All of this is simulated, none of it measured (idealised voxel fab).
process module | voxel tone inversion
cross-section cut | 175 nm wide | cells 5 nm
A cross-section is a grid of square cells, given in bands from the top down. A band is one or more rows of cells.
Each band's line starts with the height of the band's top and of its bottom, in nm. Then come its materials from left to right, each with its width in nm. One material with "throughout" fills the band from edge to edge. "air" is empty space.
Height 0 is the level under which the wafer as received is all one material. The lowest band goes on downwards, as in "0 down".
A width such as "30 to 40" changes by the same amount from each row of cells to the next, from the band's top row to its bottom row.
"no change" after a step means that no cell of the cross-section changed.
closed voids: empty space of 8 cells or more with no open way to the top, each as width x height at its distance from the left edge, in nm
after a step's settings: what the simulator itself notes on the step
overlay nm, on a step with a mask: how far to the right of its planned place the mask lay; to the left if negative
plan
1 op RECEIVE | material Si
2 op CONFORMAL_DEP | material SiCN | thk nm 5
3 op DIRECTIONAL_DEP | material aC | thk nm 25
4 op PATTERN | tone cover | mask id POSTS | material resist | width nm 25 | pitch nm 55 | thk nm 35 | overlay nm 0
5 op DIRECTIONAL_ETCH | etch materials aC | depth nm 25
6 op STRIP | etch materials resist
7 op FILL_DEP | material SiO2 | thk nm 5
8 op CMP | height nm 30
9 op STRIP | etch materials aC
as received, after step 1
  0 down: Si throughout
  closed voids: none
first wafer at the end, as planned
  30 to 5: SiO2 20 | air 25 | SiO2 30 | air 25 | SiO2 30 | air 25 | SiO2 20
  5 to 0: SiCN throughout
  0 down: Si throughout
  closed voids: none
second wafer at the end: like start, like plan, one mistake
  20 to 5: SiO2 20 | air 25 | SiO2 30 | air 25 | SiO2 30 | air 25 | SiO2 20
  5 to 0: SiCN throughout
  0 down: Si throughout
  closed voids: none
what went wrong: step 8 ran as: op CMP | height nm 20
at the end the second wafer has, in cells: 40 fewer of SiO2
